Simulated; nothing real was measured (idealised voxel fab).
process module | voxel self aligned vias
cross-section cut | 210 nm wide | cells 5 nm
A cross-section is a grid of square cells, given in bands from the top down. A band is one or more rows of cells.
Each band's line starts with the height of the band's top and of its bottom, in nm. Then come its materials from left to right, each with its width in nm. One material with "throughout" fills the band from edge to edge. "air" is empty space.
Height 0 is the level under which the wafer as received is all one material. The lowest band goes on downwards, as in "0 down".
A width such as "30 to 40" changes by the same amount from each row of cells to the next, from the band's top row to its bottom row.
"no change" after a step means that no cell of the cross-section changed.
closed voids: empty space of 8 cells or more with no open way to the top, each as width x height at its distance from the left edge, in nm
after a step's settings: what the simulator itself notes on the step
overlay nm, on a step with a mask: how far to the right of its planned place the mask lay; to the left if negative
plan
1 op RECEIVE | material Si
2 op CONFORMAL_DEP | material SiO2 | thk nm 15
3 op CONFORMAL_DEP | material SiCN | thk nm 5
4 op DIRECTIONAL_DEP | material SiO2 | thk nm 20
5 op PATTERN | tone open | mask id LINES | material resist | width nm 30 | pitch nm 80 | thk nm 15 | overlay nm 0
6 op DIRECTIONAL_ETCH | etch materials SiO2 | depth nm 20
7 op STRIP | etch materials resist
8 op CONFORMAL_DEP | material TiN | thk nm 5
9 op FILL_DEP | material Ru | thk nm 5
10 op CMP | height nm 40
11 op SELECTIVE_ETCH | etch materials W Ru TiN | depth nm 5
12 op FILL_DEP | material SiN | thk nm 10
13 op CMP | height nm 40
14 op DIRECTIONAL_DEP | material SiO2 | thk nm 15
15 op MASKED_ETCH | tone open | mask id VIAS | width nm 50 | pitch nm 80 | etch materials SiO2 | depth nm 15 | overlay nm 0
16 op MASKED_ETCH | tone open | mask id VIAS | width nm 50 | pitch nm 80 | etch materials SiN | depth nm 5 | overlay nm 0
17 op CONFORMAL_DEP | material TiN | thk nm 5
18 op FILL_DEP | material Cu | thk nm 5
19 op CMP | height nm 55
20 op CONFORMAL_DEP | material SiCN | thk nm 5
as received, after step 1
  0 down: Si throughout
  closed voids: none
first wafer at the end, as planned
  60 to 55: SiCN throughout
  55 to 45: SiO2 40 | TiN 5 | Cu 40 | TiN 5 | SiO2 30 | TiN 5 | Cu 40 | TiN 5 | SiO2 40
  45 to 40: SiO2 40 | TiN 15 | Cu 20 | TiN 15 | SiO2 30 | TiN 15 | Cu 20 | TiN 15 | SiO2 40
  40 to 35: SiO2 50 | TiN 30 | SiO2 50 | TiN 30 | SiO2 50
  35 to 25: SiO2 50 | TiN 5 | Ru 20 | TiN 5 | SiO2 50 | TiN 5 | Ru 20 | TiN 5 | SiO2 50
  25 to 20: SiO2 50 | TiN 30 | SiO2 50 | TiN 30 | SiO2 50
  20 to 15: SiCN throughout
  15 to 0: SiO2 throughout
  0 down: Si throughout
  closed voids: none
second wafer at the end: like start, like plan, one mistake
  60 to 55: SiCN throughout
  55 to 45: SiO2 40 | TiN 5 | Cu 40 | TiN 5 | SiO2 30 | TiN 5 | Cu 40 | TiN 5 | SiO2 40
  45 to 40: SiO2 40 | TiN 50 | SiO2 30 | TiN 50 | SiO2 40
  40 to 20: Cu throughout
  20 to 15: SiCN throughout
  15 to 0: SiO2 throughout
  0 down: Si throughout
  closed voids: none
what went wrong: step 4 ran as: op DIRECTIONAL_DEP | material Cu | thk nm 20
at the end the second wafer has, in cells: 160 more of Cu | 16 fewer of Ru | 120 fewer of SiO2 | 24 fewer of TiN
